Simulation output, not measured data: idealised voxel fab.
Title: Process Module voxel transistor to metal
Shown is cross-section cut, with a width of 215 nm and square cells of size 5 nm.
We lay out every cross-section as a grid of square cells and spell it out in bands from the top down, where one band means one or more rows of cells.
Band entry format. Leading values: height of top, height of bottom, nm. Remainder: materials in left-to-right order, each with its width in nm. Special words: "edge to edge" on a single material, which then fills the band edge to edge; "empty", empty space.
It should be noted that heights are counted from 0, beneath which the wafer as supplied is of one material throughout, and that the lowest band possesses no lower boundary but continues downward, as written in "0 -> down".
Top row gets the first number, bottom row gets the second, and each row in between changes by the same step: that is how a band width like "30 to 40" works.
A step reported as "no alterations made" is a step in which no cell of the cross-section changed.
Closed empty spaces (no open way to the top) of 8 cells or more are what "Enclosed cavity list" lists, each as width x height at distance from the left edge, nm for all three.
On a step's line, text after the settings is the simulator commenting on that step.
Among the settings permitted on a step's line is "overlay nm"; applied to a step with a mask, it specifies the extent to which the mask lay to the right of its planned position, whereas a negative figure signifies a position to the left.
Each pair of cross-sections that follows straddles one process step: the one shows the state before the step, the other the state after it, down to the lowest band that changed and no further. The step in question, and its settings, are given under the pair. Note that a pair is not necessarily a continuation of the pair above it, since pairs can come from different runs of this module on the same starting wafer; it is a continuation only where its entry headed "Before-step section" says so.

BEFORE-STEP SECTION
* 15 -> 5  empty (55) | SiN (110) | empty (50)
* 5 -> 0  empty (55) | SiO2 (110) | empty (50)
* 0 -> -30  empty (55) | Si (110) | empty (50)
* -30 -> down  Si edge to edge
* Enclosed cavity list: none

STRUCTURE AFTER STEP
* 25 -> 15  SiO2 edge to edge
* 15 -> 5  SiO2 (55) | SiN (110) | SiO2 (50)
* 5 -> 0  SiO2 edge to edge
* 0 -> -30  SiO2 (55) | Si (110) | SiO2 (50)
* Everything below -30 is unchanged.
* Enclosed cavity list: none
Between before and after above, the operation and settings are FILL_DEP (material SiO2; thk nm 10)

Before-step section: it's just the after picture from the pair right above this one.

STRUCTURE AFTER STEP
* 15 -> 5  SiO2 (55) | SiN (110) | SiO2 (50)
* Everything below 5 is unchanged.
* Enclosed cavity list: none
Between before and after above, the operation and settings are CMP (height nm 15)

Before-step section: it's just the after picture from the pair right above this one.

STRUCTURE AFTER STEP
* 15 -> 10  empty (55) | SiN (110) | empty (50)
* Everything below 10 is unchanged.
* Enclosed cavity list: none
Between before and after above, the operation and settings are SELECTIVE_ETCH (etch materials SiO2; depth nm 5)

Before-step section: it's just the after picture from the pair right above this one.

STRUCTURE AFTER STEP
* 10 -> 5  SiO2 (55) | empty (110) | SiO2 (50)
* Everything below 5 is unchanged.
* Enclosed cavity list: none
Between before and after above, the operation and settings are STRIP (etch materials SiN)

Before-step section: it's just the after picture from the pair right above this one.

STRUCTURE AFTER STEP
* 5 -> 0  SiO2 (50) | empty (120) | SiO2 (45)
* Everything below 0 is unchanged.
* Enclosed cavity list: none
Between before and after above, the operation and settings are SELECTIVE_ETCH (etch materials SiO2; depth nm 5)

Before-step section: it's just the after picture from the pair right above this one.

STRUCTURE AFTER STEP
* 5 -> 0  SiO2 (50) | empty (120) | SiO2 (45)
* 0 -> -5  SiO2 edge to edge
* Everything below -5 is unchanged.
* Enclosed cavity list: none
Between before and after above, the operation and settings are OXIDIZE (depth nm 5)

Before-step section: it's just the after picture from the pair right above this one.

STRUCTURE AFTER STEP
* 35 -> 30  polySi (50) | empty (120) | polySi (45)
* 30 -> 5  polySi edge to edge
* 5 -> 0  SiO2 (50) | polySi (120) | SiO2 (45)
* Everything below 0 is unchanged.
* Enclosed cavity list: none
Between before and after above, the operation and settings are DIRECTIONAL_DEP (material polySi; thk nm 30)

Before-step section: it's just the after picture from the pair right above this one.

STRUCTURE AFTER STEP
* 50 -> 45  SiCN (50) | empty (120) | SiCN (45)
* 45 -> 35  SiCN edge to edge
* 35 -> 30  polySi (50) | SiCN (120) | polySi (45)
* Everything below 30 is unchanged.
* Enclosed cavity list: none
Between before and after above, the operation and settings are DIRECTIONAL_DEP (material SiCN; thk nm 15)

Before-step section: it's just the after picture from the pair right above this one.

STRUCTURE AFTER STEP
* 45 -> 35  empty (90) | SiCN (35) | empty (90)
* 35 -> 30  polySi (50) | empty (40) | SiCN (35) | empty (45) | polySi (45)
* Everything below 30 is unchanged.
* Enclosed cavity list: none
Between before and after above, the operation and settings are MASKED_ETCH (tone cover; mask id GATE; width nm 35; etch materials SiCN; depth nm 25; overlay nm 0)

Before-step section: it's just the after picture from the pair right above this one.

STRUCTURE AFTER STEP
* 45 -> 30  empty (90) | SiCN (35) | empty (90)
* 30 -> 5  empty (90) | polySi (35) | empty (90)
* 5 -> 0  SiO2 (50) | empty (40) | polySi (35) | empty (45) | SiO2 (45)
* Everything below 0 is unchanged.
* Enclosed cavity list: none
Between before and after above, the operation and settings are MASKED_ETCH (tone cover; mask id GATE; width nm 35; etch materials polySi; depth nm 40; overlay nm 0)

Before-step section: it's just the after picture from the pair right above this one.

STRUCTURE AFTER STEP
* 50 -> 45  empty (85) | SiO2 (45) | empty (85)
* 45 -> 30  empty (85) | SiO2 (5) | SiCN (35) | SiO2 (5) | empty (85)
* 30 -> 10  empty (85) | SiO2 (5) | polySi (35) | SiO2 (5) | empty (85)
* 10 -> 5  SiO2 (55) | empty (30) | SiO2 (5) | polySi (35) | SiO2 (5) | empty (35) | SiO2 (50)
* 5 -> 0  SiO2 (90) | polySi (35) | SiO2 (90)
* Everything below 0 is unchanged.
* Enclosed cavity list: none
Between before and after above, the operation and settings are CONFORMAL_DEP (material SiO2; thk nm 5)

Before-step section: it's just the after picture from the pair right above this one.

STRUCTURE AFTER STEP
* 45 -> 30  empty (85) | SiO2 (5) | SiCN (35) | SiO2 (5) | empty (85)
* 30 -> 5  empty (85) | SiO2 (5) | polySi (35) | SiO2 (5) | empty (85)
* 5 -> 0  SiO2 (55) | empty (30) | SiO2 (5) | polySi (35) | SiO2 (5) | empty (35) | SiO2 (50)
* Everything below 0 is unchanged.
* Enclosed cavity list: none
Between before and after above, the operation and settings are DIRECTIONAL_ETCH (etch materials SiO2; depth nm 5)

Before-step section: it's just the after picture from the pair right above this one.

STRUCTURE AFTER STEP
* 50 -> 45  empty (80) | SiN (55) | empty (80)
* 45 -> 30  empty (80) | SiN (5) | SiO2 (5) | SiCN (35) | SiO2 (5) | SiN (5) | empty (80)
* 30 -> 10  empty (80) | SiN (5) | SiO2 (5) | polySi (35) | SiO2 (5) | SiN (5) | empty (80)
* 10 -> 5  SiN (60) | empty (20) | SiN (5) | SiO2 (5) | polySi (35) | SiO2 (5) | SiN (5) | empty (25) | SiN (55)
* 5 -> 0  SiO2 (55) | SiN (30) | SiO2 (5) | polySi (35) | SiO2 (5) | SiN (35) | SiO2 (50)
* Everything below 0 is unchanged.
* Enclosed cavity list: none
Between before and after above, the operation and settings are CONFORMAL_DEP (material SiN; thk nm 5)

Before-step section: it's just the after picture from the pair right above this one.

STRUCTURE AFTER STEP
* 45 -> 30  empty (80) | SiN (5) | SiO2 (5) | SiCN (35) | SiO2 (5) | SiN (5) | empty (80)
* 30 -> 5  empty (80) | SiN (5) | SiO2 (5) | polySi (35) | SiO2 (5) | SiN (5) | empty (80)
* 5 -> 0  SiO2 (55) | SiN (5) | empty (20) | SiN (5) | SiO2 (5) | polySi (35) | SiO2 (5) | SiN (5) | empty (25) | SiN (5) | SiO2 (50)
* Everything below 0 is unchanged.
* Enclosed cavity list: none
Between before and after above, the operation and settings are DIRECTIONAL_ETCH (etch materials SiN; depth nm 5)

Before-step section: it's just the after picture from the pair right above this one.

STRUCTURE AFTER STEP
* 45 -> 40  empty (80) | SiN (5) | empty (5) | SiCN (35) | empty (5) | SiN (5) | empty (80)
* 40 -> 30  empty (80) | SiN (5) | SiO2 (5) | SiCN (35) | SiO2 (5) | SiN (5) | empty (80)
* 30 -> 5  empty (80) | SiN (5) | SiO2 (5) | polySi (35) | SiO2 (5) | SiN (5) | empty (80)
* 5 -> 0  empty (55) | SiN (5) | empty (20) | SiN (5) | SiO2 (5) | polySi (35) | SiO2 (5) | SiN (5) | empty (25) | SiN (5) | empty (50)
* 0 -> -5  SiO2 (60) | empty (20) | SiO2 (55) | empty (25) | SiO2 (55)
* Everything below -5 is unchanged.
* Enclosed cavity list: none
Between before and after above, the operation and settings are DIRECTIONAL_ETCH (etch materials SiO2; depth nm 5)

Before-step section: it's just the after picture from the pair right above this one.

STRUCTURE AFTER STEP
* 45 -> 40  empty (80) | SiN (5) | empty (5) | SiCN (35) | empty (5) | SiN (5) | empty (80)
* 40 -> 30  empty (80) | SiN (5) | SiO2 (5) | SiCN (35) | SiO2 (5) | SiN (5) | empty (80)
* 30 -> 5  empty (80) | SiN (5) | SiO2 (5) | polySi (35) | SiO2 (5) | SiN (5) | empty (80)
* 5 -> 0  empty (55) | SiN (5) | empty (20) | SiN (5) | SiO2 (5) | polySi (35) | SiO2 (5) | SiN (5) | empty (25) | SiN (5) | empty (50)
* 0 -> -5  SiO2 (60) | empty (20) | SiO2 (55) | empty (25) | SiO2 (55)
* -5 -> -20  SiO2 (55) | Si (5) | empty (20) | Si (55) | empty (25) | Si (5) | SiO2 (50)
* Everything below -20 is unchanged.
* Enclosed cavity list: none
Between before and after above, the operation and settings are DIRECTIONAL_ETCH (etch materials Si; depth nm 15)

Before-step section: it's just the after picture from the pair right above this one.

STRUCTURE AFTER STEP
* 45 -> 40  empty (80) | SiN (5) | empty (5) | SiCN (35) | empty (5) | SiN (5) | empty (80)
* 40 -> 30  empty (80) | SiN (5) | SiO2 (5) | SiCN (35) | SiO2 (5) | SiN (5) | empty (80)
* 30 -> 15  empty (80) | SiN (5) | SiO2 (5) | polySi (35) | SiO2 (5) | SiN (5) | empty (80)
* 15 -> 5  empty (50) | pSi (30) | SiN (5) | SiO2 (5) | polySi (35) | SiO2 (5) | SiN (5) | pSi (35) | empty (45)
* 5 -> 0  empty (50) | pSi (5) | SiN (5) | pSi (20) | SiN (5) | SiO2 (5) | polySi (35) | SiO2 (5) | SiN (5) | pSi (25) | SiN (5) | pSi (5) | empty (45)
* 0 -> -5  SiO2 (60) | pSi (20) | SiO2 (55) | pSi (25) | SiO2 (55)
* -5 -> -20  SiO2 (55) | Si (5) | pSi (20) | Si (55) | pSi (25) | Si (5) | SiO2 (50)
* Everything below -20 is unchanged.
* Enclosed cavity list: none
Between before and after above, the operation and settings are EPI (material pSi; thk nm 20)

Before-step section: it's just the after picture from the pair right above this one.

STRUCTURE AFTER STEP
* 50 -> 45  SiO2 edge to edge
* 45 -> 30  SiO2 (80) | SiN (5) | SiO2 (5) | SiCN (35) | SiO2 (5) | SiN (5) | SiO2 (80)
* 30 -> 15  SiO2 (80) | SiN (5) | SiO2 (5) | polySi (35) | SiO2 (5) | SiN (5) | SiO2 (80)
* 15 -> 5  SiO2 (50) | pSi (30) | SiN (5) | SiO2 (5) | polySi (35) | SiO2 (5) | SiN (5) | pSi (35) | SiO2 (45)
* 5 -> 0  SiO2 (50) | pSi (5) | SiN (5) | pSi (20) | SiN (5) | SiO2 (5) | polySi (35) | SiO2 (5) | SiN (5) | pSi (25) | SiN (5) | pSi (5) | SiO2 (45)
* Everything below 0 is unchanged.
* Enclosed cavity list: none
Between before and after above, the operation and settings are FILL_DEP (material SiO2; thk nm 5)

Before-step section: it's just the after picture from the pair right above this one.

STRUCTURE AFTER STEP
* 30 -> 15  SiO2 (80) | SiN (5) | SiO2 (5) | polySi (35) | SiO2 (5) | SiN (5) | SiO2 (80)
* Everything below 15 is unchanged.
* Enclosed cavity list: none
Between before and after above, the operation and settings are CMP (height nm 30)

Before-step section: it's just the after picture from the pair right above this one.

STRUCTURE AFTER STEP
* 30 -> 15  SiO2 (80) | SiN (5) | SiO2 (5) | empty (35) | SiO2 (5) | SiN (5) | SiO2 (80)
* 15 -> 5  SiO2 (50) | pSi (30) | SiN (5) | SiO2 (5) | empty (35) | SiO2 (5) | SiN (5) | pSi (35) | SiO2 (45)
* 5 -> 0  SiO2 (50) | pSi (5) | SiN (5) | pSi (20) | SiN (5) | SiO2 (5) | empty (35) | SiO2 (5) | SiN (5) | pSi (25) | SiN (5) | pSi (5) | SiO2 (45)
* Everything below 0 is unchanged.
* Enclosed cavity list: none
Between before and after above, the operation and settings are STRIP (etch materials polySi)

Before-step section: it's just the after picture from the pair right above this one.

STRUCTURE AFTER STEP
* 30 -> 25  empty (80) | SiN (5) | empty (45) | SiN (5) | empty (80)
* 25 -> 15  SiO2 (80) | SiN (5) | empty (45) | SiN (5) | SiO2 (80)
* 15 -> 5  SiO2 (50) | pSi (30) | SiN (5) | empty (45) | SiN (5) | pSi (35) | SiO2 (45)
* 5 -> 0  SiO2 (50) | pSi (5) | SiN (5) | pSi (20) | SiN (5) | empty (45) | SiN (5) | pSi (25) | SiN (5) | pSi (5) | SiO2 (45)
* 0 -> -5  SiO2 (60) | pSi (20) | SiO2 (5) | empty (45) | SiO2 (5) | pSi (25) | SiO2 (55)
* Everything below -5 is unchanged.
* Enclosed cavity list: none
Between before and after above, the operation and settings are SELECTIVE_ETCH (etch materials SiO2; depth nm 5)

Before-step section: it's just the after picture from the pair right above this one.

STRUCTURE AFTER STEP
* 35 -> 30  empty (75) | HfO2 (15) | empty (35) | HfO2 (15) | empty (75)
* 30 -> 25  HfO2 (80) | SiN (5) | HfO2 (5) | empty (35) | HfO2 (5) | SiN (5) | HfO2 (80)
* 25 -> 15  SiO2 (80) | SiN (5) | HfO2 (5) | empty (35) | HfO2 (5) | SiN (5) | SiO2 (80)
* 15 -> 5  SiO2 (50) | pSi (30) | SiN (5) | HfO2 (5) | empty (35) | HfO2 (5) | SiN (5) | pSi (35) | SiO2 (45)
* 5 -> 0  SiO2 (50) | pSi (5) | SiN (5) | pSi (20) | SiN (5) | HfO2 (5) | empty (35) | HfO2 (5) | SiN (5) | pSi (25) | SiN (5) | pSi (5) | SiO2 (45)
* 0 -> -5  SiO2 (60) | pSi (20) | SiO2 (5) | HfO2 (45) | SiO2 (5) | pSi (25) | SiO2 (55)
* Everything below -5 is unchanged.
* Enclosed cavity list: none
Between before and after above, the operation and settings are CONFORMAL_DEP (material HfO2; thk nm 5)

Before-step section: it's just the after picture from the pair right above this one.

STRUCTURE AFTER STEP
* 40 -> 35  empty (70) | TiN (25) | empty (25) | TiN (25) | empty (70)
* 35 -> 30  TiN (75) | HfO2 (15) | TiN (5) | empty (25) | TiN (5) | HfO2 (15) | TiN (75)
* 30 -> 25  HfO2 (80) | SiN (5) | HfO2 (5) | TiN (5) | empty (25) | TiN (5) | HfO2 (5) | SiN (5) | HfO2 (80)
* 25 -> 15  SiO2 (80) | SiN (5) | HfO2 (5) | TiN (5) | empty (25) | TiN (5) | HfO2 (5) | SiN (5) | SiO2 (80)
* 15 -> 5  SiO2 (50) | pSi (30) | SiN (5) | HfO2 (5) | TiN (5) | empty (25) | TiN (5) | HfO2 (5) | SiN (5) | pSi (35) | SiO2 (45)
* 5 -> 0  SiO2 (50) | pSi (5) | SiN (5) | pSi (20) | SiN (5) | HfO2 (5) | TiN (35) | HfO2 (5) | SiN (5) | pSi (25) | SiN (5) | pSi (5) | SiO2 (45)
* Everything below 0 is unchanged.
* Enclosed cavity list: none
Between before and after above, the operation and settings are CONFORMAL_DEP (material TiN; thk nm 5)

Before-step section: it's just the after picture from the pair right above this one.

STRUCTURE AFTER STEP
* 45 -> 40  W edge to edge
* 40 -> 35  W (70) | TiN (25) | W (25) | TiN (25) | W (70)
* 35 -> 30  TiN (75) | HfO2 (15) | TiN (5) | W (25) | TiN (5) | HfO2 (15) | TiN (75)
* 30 -> 25  HfO2 (80) | SiN (5) | HfO2 (5) | TiN (5) | W (25) | TiN (5) | HfO2 (5) | SiN (5) | HfO2 (80)
* 25 -> 15  SiO2 (80) | SiN (5) | HfO2 (5) | TiN (5) | W (25) | TiN (5) | HfO2 (5) | SiN (5) | SiO2 (80)
* 15 -> 5  SiO2 (50) | pSi (30) | SiN (5) | HfO2 (5) | TiN (5) | W (25) | TiN (5) | HfO2 (5) | SiN (5) | pSi (35) | SiO2 (45)
* Everything below 5 is unchanged.
* Enclosed cavity list: none
Between before and after above, the operation and settings are FILL_DEP (material W; thk nm 5)

Before-step section: it's just the after picture from the pair right above this one.

STRUCTURE AFTER STEP
* 25 -> 15  SiO2 (80) | SiN (5) | HfO2 (5) | TiN (5) | W (25) | TiN (5) | HfO2 (5) | SiN (5) | SiO2 (80)
* Everything below 15 is unchanged.
* Enclosed cavity list: none
Between before and after above, the operation and settings are CMP (height nm 25)

Before-step section: it's just the after picture from the pair right above this one.

STRUCTURE AFTER STEP
* 35 -> 25  SiO2 edge to edge
* Everything below 25 is unchanged.
* Enclosed cavity list: none
Between before and after above, the operation and settings are DIRECTIONAL_DEP (material SiO2; thk nm 10)

Before-step section: it's just the after picture from the pair right above this one.

STRUCTURE AFTER STEP
* 35 -> 25  SiO2 (55) | empty (20) | SiO2 (65) | empty (20) | SiO2 (55)
* 25 -> 15  SiO2 (55) | empty (20) | SiO2 (5) | SiN (5) | HfO2 (5) | TiN (5) | W (25) | TiN (5) | HfO2 (5) | SiN (5) | SiO2 (5) | empty (20) | SiO2 (55)
* Everything below 15 is unchanged.
* Enclosed cavity list: none
Between before and after above, the operation and settings are MASKED_ETCH (tone open; mask id CONTACT; width nm 20; pitch nm 85; etch materials SiO2; depth nm 20; overlay nm 0)

Before-step section: it's just the after picture from the pair right above this one.

STRUCTURE AFTER STEP
* 40 -> 35  TiN (60) | empty (10) | TiN (75) | empty (10) | TiN (60)
* 35 -> 25  SiO2 (55) | TiN (5) | empty (10) | TiN (5) | SiO2 (65) | TiN (5) | empty (10) | TiN (5) | SiO2 (55)
* 25 -> 20  SiO2 (55) | TiN (5) | empty (10) | TiN (5) | SiO2 (5) | SiN (5) | HfO2 (5) | TiN (5) | W (25) | TiN (5) | HfO2 (5) | SiN (5) | SiO2 (5) | TiN (5) | empty (10) | TiN (5) | SiO2 (55)
* 20 -> 15  SiO2 (55) | TiN (20) | SiO2 (5) | SiN (5) | HfO2 (5) | TiN (5) | W (25) | TiN (5) | HfO2 (5) | SiN (5) | SiO2 (5) | TiN (20) | SiO2 (55)
* Everything below 15 is unchanged.
* Enclosed cavity list: none
Between before and after above, the operation and settings are CONFORMAL_DEP (material TiN; thk nm 5)

Before-step section: it's just the after picture from the pair right above this one.

STRUCTURE AFTER STEP
* 45 -> 40  W edge to edge
* 40 -> 35  TiN (60) | W (10) | TiN (75) | W (10) | TiN (60)
* 35 -> 25  SiO2 (55) | TiN (5) | W (10) | TiN (5) | SiO2 (65) | TiN (5) | W (10) | TiN (5) | SiO2 (55)
* 25 -> 20  SiO2 (55) | TiN (5) | W (10) | TiN (5) | SiO2 (5) | SiN (5) | HfO2 (5) | TiN (5) | W (25) | TiN (5) | HfO2 (5) | SiN (5) | SiO2 (5) | TiN (5) | W (10) | TiN (5) | SiO2 (55)
* Everything below 20 is unchanged.
* Enclosed cavity list: none
Between before and after above, the operation and settings are FILL_DEP (material W; thk nm 5)

Before-step section: it's just the after picture from the pair right above this one.

STRUCTURE AFTER STEP
* 35 -> 25  SiO2 (55) | TiN (5) | W (10) | TiN (5) | SiO2 (65) | TiN (5) | W (10) | TiN (5) | SiO2 (55)
* Everything below 25 is unchanged.
* Enclosed cavity list: none
Between before and after above, the operation and settings are CMP (height nm 35)

Before-step section: it's just the after picture from the pair right above this one.

STRUCTURE AFTER STEP
* 40 -> 35  TiN edge to edge
* Everything below 35 is unchanged.
* Enclosed cavity list: none
Between before and after above, the operation and settings are DIRECTIONAL_DEP (material TiN; thk nm 5)

Before-step section: it's just the after picture from the pair right above this one.

STRUCTURE AFTER STEP
* 55 -> 40  W edge to edge
* Everything below 40 is unchanged.
* Enclosed cavity list: none
Between before and after above, the operation and settings are DIRECTIONAL_DEP (material W; thk nm 15)

Before-step section: it's just the after picture from the pair right above this one.

STRUCTURE AFTER STEP
* 55 -> 40  empty (55) | W (20) | empty (65) | W (20) | empty (55)
* Everything below 40 is unchanged.
* Enclosed cavity list: none
Between before and after above, the operation and settings are MASKED_ETCH (tone cover; mask id METAL_1; width nm 20; pitch nm 85; etch materials W; depth nm 15; overlay nm 0)

Before-step section: it's just the after picture from the pair right above this one.

STRUCTURE AFTER STEP
* 55 -> 40  empty (55) | W (20) | empty (65) | W (20) | empty (55)
* 40 -> 35  empty (55) | TiN (20) | empty (65) | TiN (20) | empty (55)
* Everything below 35 is unchanged.
* Enclosed cavity list: none
Between before and after above, the operation and settings are MASKED_ETCH (tone cover; mask id METAL_1; width nm 20; pitch nm 85; etch materials TiN; depth nm 5; overlay nm 0)

Before-step section: it's just the after picture from the pair right above this one.

STRUCTURE AFTER STEP
* 60 -> 55  SiO2 edge to edge
* 55 -> 40  SiO2 (55) | W (20) | SiO2 (65) | W (20) | SiO2 (55)
* 40 -> 35  SiO2 (55) | TiN (20) | SiO2 (65) | TiN (20) | SiO2 (55)
* Everything below 35 is unchanged.
* Enclosed cavity list: none
Between before and after above, the operation and settings are FILL_DEP (material SiO2; thk nm 5)

Before-step section: it's just the after picture from the pair right above this one.

STRUCTURE AFTER STEP
* 55 -> 40  SiO2 (55) | W (20) | SiO2 (65) | W (20) | SiO2 (55)
* Everything below 40 is unchanged.
* Enclosed cavity list: none
Between before and after above, the operation and settings are CMP (height nm 55)

Before-step section: it's just the after picture from the pair right above this one.

STRUCTURE AFTER STEP
* 60 -> 55  SiN edge to edge
* Everything below 55 is unchanged.
* Enclosed cavity list: none
Between before and after above, the operation and settings are CONFORMAL_DEP (material SiN; thk nm 5)

BEFORE-STEP SECTION
* 30 -> 15  aC edge to edge
* 15 -> 5  SiN edge to edge
* 5 -> 0  SiO2 edge to edge
* 0 -> down  Si edge to edge
* Enclosed cavity list: none

STRUCTURE AFTER STEP
* 60 -> 30  empty (55) | resist (115) | empty (45)
* Everything below 30 is unchanged.
* Enclosed cavity list: none
Between before and after above, the operation and settings are PATTERN (tone cover; mask id ACTIVE; material resist; width nm 115; thk nm 30; overlay nm 5)

Before-step section: it's just the after picture from the pair right above this one.

STRUCTURE AFTER STEP
* 45 -> 30  empty (55) | resist (115) | empty (45)
* 30 -> 15  empty (55) | aC (115) | empty (45)
* Everything below 15 is unchanged.
* Enclosed cavity list: none
Between before and after above, the operation and settings are DIRECTIONAL_ETCH (etch materials aC; depth nm 15)

Before-step section: it's just the after picture from the pair right above this one.

STRUCTURE AFTER STEP
* 30 -> 15  empty (55) | aC (115) | empty (45)
* Everything below 15 is unchanged.
* Enclosed cavity list: none
Between before and after above, the operation and settings are STRIP (etch materials resist)

Before-step section: it's just the after picture from the pair right above this one.

STRUCTURE AFTER STEP
* 30 -> 15  empty (55) | aC (115) | empty (45)
* 15 -> 5  empty (55) | SiN (115) | empty (45)
* Everything below 5 is unchanged.
* Enclosed cavity list: none
Between before and after above, the operation and settings are DIRECTIONAL_ETCH (etch materials SiN; depth nm 10)

Before-step section: it's just the after picture from the pair right above this one.

STRUCTURE AFTER STEP
* 30 -> 15  empty (55) | aC (115) | empty (45)
* 15 -> 5  empty (55) | SiN (115) | empty (45)
* 5 -> 0  empty (55) | SiO2 (115) | empty (45)
* Everything below 0 is unchanged.
* Enclosed cavity list: none
Between before and after above, the operation and settings are DIRECTIONAL_ETCH (etch materials SiO2; depth nm 5)

Before-step section: it's just the after picture from the pair right above this one.

STRUCTURE AFTER STEP
* 30 -> 15  empty (55) | aC (115) | empty (45)
* 15 -> 5  empty (55) | SiN (115) | empty (45)
* 5 -> 0  empty (55) | SiO2 (115) | empty (45)
* 0 -> -30  empty (55) | Si (115) | empty (45)
* Everything below -30 is unchanged.
* Enclosed cavity list: none
Between before and after above, the operation and settings are DIRECTIONAL_ETCH (etch materials Si; depth nm 30)

Before-step section: it's just the after picture from the pair right above this one.

STRUCTURE AFTER STEP
* 15 -> 5  empty (55) | SiN (115) | empty (45)
* Everything below 5 is unchanged.
* Enclosed cavity list: none
Between before and after above, the operation and settings are STRIP (etch materials aC)

Before-step section: it's just the after picture from the pair right above this one.

STRUCTURE AFTER STEP
* 25 -> 15  SiO2 edge to edge
* 15 -> 5  SiO2 (55) | SiN (115) | SiO2 (45)
* 5 -> 0  SiO2 edge to edge
* 0 -> -30  SiO2 (55) | Si (115) | SiO2 (45)
* Everything below -30 is unchanged.
* Enclosed cavity list: none
Between before and after above, the operation and settings are FILL_DEP (material SiO2; thk nm 10)

Before-step section: it's just the after picture from the pair right above this one.

STRUCTURE AFTER STEP
* 15 -> 5  SiO2 (55) | SiN (115) | SiO2 (45)
* Everything below 5 is unchanged.
* Enclosed cavity list: none
Between before and after above, the operation and settings are CMP (height nm 15)

Before-step section: it's just the after picture from the pair right above this one.

STRUCTURE AFTER STEP
* 15 -> 10  empty (55) | SiN (115) | empty (45)
* Everything below 10 is unchanged.
* Enclosed cavity list: none
Between before and after above, the operation and settings are SELECTIVE_ETCH (etch materials SiO2; depth nm 5)

Before-step section: it's just the after picture from the pair right above this one.

STRUCTURE AFTER STEP
* 10 -> 5  SiO2 (55) | empty (115) | SiO2 (45)
* Everything below 5 is unchanged.
* Enclosed cavity list: none
Between before and after above, the operation and settings are STRIP (etch materials SiN)

Before-step section: it's just the after picture from the pair right above this one.

STRUCTURE AFTER STEP
* 5 -> 0  SiO2 (50) | empty (125) | SiO2 (40)
* Everything below 0 is unchanged.
* Enclosed cavity list: none
Between before and after above, the operation and settings are SELECTIVE_ETCH (etch materials SiO2; depth nm 5)

Before-step section: it's just the after picture from the pair right above this one.

STRUCTURE AFTER STEP
* 5 -> 0  SiO2 (50) | empty (125) | SiO2 (40)
* 0 -> -5  SiO2 edge to edge
* Everything below -5 is unchanged.
* Enclosed cavity list: none
Between before and after above, the operation and settings are OXIDIZE (depth nm 5)

Before-step section: it's just the after picture from the pair right above this one.

STRUCTURE AFTER STEP
* 35 -> 30  polySi (50) | empty (125) | polySi (40)
* 30 -> 5  polySi edge to edge
* 5 -> 0  SiO2 (50) | polySi (125) | SiO2 (40)
* Everything below 0 is unchanged.
* Enclosed cavity list: none
Between before and after above, the operation and settings are DIRECTIONAL_DEP (material polySi; thk nm 30)

Before-step section: it's just the after picture from the pair right above this one.

STRUCTURE AFTER STEP
* 50 -> 45  SiCN (50) | empty (125) | SiCN (40)
* 45 -> 35  SiCN edge to edge
* 35 -> 30  polySi (50) | SiCN (125) | polySi (40)
* Everything below 30 is unchanged.
* Enclosed cavity list: none
Between before and after above, the operation and settings are DIRECTIONAL_DEP (material SiCN; thk nm 15)

Before-step section: it's just the after picture from the pair right above this one.

STRUCTURE AFTER STEP
* 45 -> 35  empty (90) | SiCN (35) | empty (90)
* 35 -> 30  polySi (50) | empty (40) | SiCN (35) | empty (50) | polySi (40)
* Everything below 30 is unchanged.
* Enclosed cavity list: none
Between before and after above, the operation and settings are MASKED_ETCH (tone cover; mask id GATE; width nm 35; etch materials SiCN; depth nm 25; overlay nm 0)

Before-step section: it's just the after picture from the pair right above this one.

STRUCTURE AFTER STEP
* 45 -> 30  empty (90) | SiCN (35) | empty (90)
* 30 -> 5  empty (90) | polySi (35) | empty (90)
* 5 -> 0  SiO2 (50) | empty (40) | polySi (35) | empty (50) | SiO2 (40)
* Everything below 0 is unchanged.
* Enclosed cavity list: none
Between before and after above, the operation and settings are MASKED_ETCH (tone cover; mask id GATE; width nm 35; etch materials polySi; depth nm 40; overlay nm 0)

Before-step section: it's just the after picture from the pair right above this one.

STRUCTURE AFTER STEP
* 50 -> 45  empty (85) | SiO2 (45) | empty (85)
* 45 -> 30  empty (85) | SiO2 (5) | SiCN (35) | SiO2 (5) | empty (85)
* 30 -> 10  empty (85) | SiO2 (5) | polySi (35) | SiO2 (5) | empty (85)
* 10 -> 5  SiO2 (55) | empty (30) | SiO2 (5) | polySi (35) | SiO2 (5) | empty (40) | SiO2 (45)
* 5 -> 0  SiO2 (90) | polySi (35) | SiO2 (90)
* Everything below 0 is unchanged.
* Enclosed cavity list: none
Between before and after above, the operation and settings are CONFORMAL_DEP (material SiO2; thk nm 5)

Before-step section: it's just the after picture from the pair right above this one.

STRUCTURE AFTER STEP
* 45 -> 30  empty (85) | SiO2 (5) | SiCN (35) | SiO2 (5) | empty (85)
* 30 -> 5  empty (85) | SiO2 (5) | polySi (35) | SiO2 (5) | empty (85)
* 5 -> 0  SiO2 (55) | empty (30) | SiO2 (5) | polySi (35) | SiO2 (5) | empty (40) | SiO2 (45)
* Everything below 0 is unchanged.
* Enclosed cavity list: none
Between before and after above, the operation and settings are DIRECTIONAL_ETCH (etch materials SiO2; depth nm 5)

Before-step section: it's just the after picture from the pair right above this one.

STRUCTURE AFTER STEP
* 50 -> 45  empty (80) | SiN (55) | empty (80)
* 45 -> 30  empty (80) | SiN (5) | SiO2 (5) | SiCN (35) | SiO2 (5) | SiN (5) | empty (80)
* 30 -> 10  empty (80) | SiN (5) | SiO2 (5) | polySi (35) | SiO2 (5) | SiN (5) | empty (80)
* 10 -> 5  SiN (60) | empty (20) | SiN (5) | SiO2 (5) | polySi (35) | SiO2 (5) | SiN (5) | empty (30) | SiN (50)
* 5 -> 0  SiO2 (55) | SiN (30) | SiO2 (5) | polySi (35) | SiO2 (5) | SiN (40) | SiO2 (45)
* Everything below 0 is unchanged.
* Enclosed cavity list: none
Between before and after above, the operation and settings are CONFORMAL_DEP (material SiN; thk nm 5)

Before-step section: it's just the after picture from the pair right above this one.

STRUCTURE AFTER STEP
* 45 -> 30  empty (80) | SiN (5) | SiO2 (5) | SiCN (35) | SiO2 (5) | SiN (5) | empty (80)
* 30 -> 5  empty (80) | SiN (5) | SiO2 (5) | polySi (35) | SiO2 (5) | SiN (5) | empty (80)
* 5 -> 0  SiO2 (55) | SiN (5) | empty (20) | SiN (5) | SiO2 (5) | polySi (35) | SiO2 (5) | SiN (5) | empty (30) | SiN (5) | SiO2 (45)
* Everything below 0 is unchanged.
* Enclosed cavity list: none
Between before and after above, the operation and settings are DIRECTIONAL_ETCH (etch materials SiN; depth nm 5)
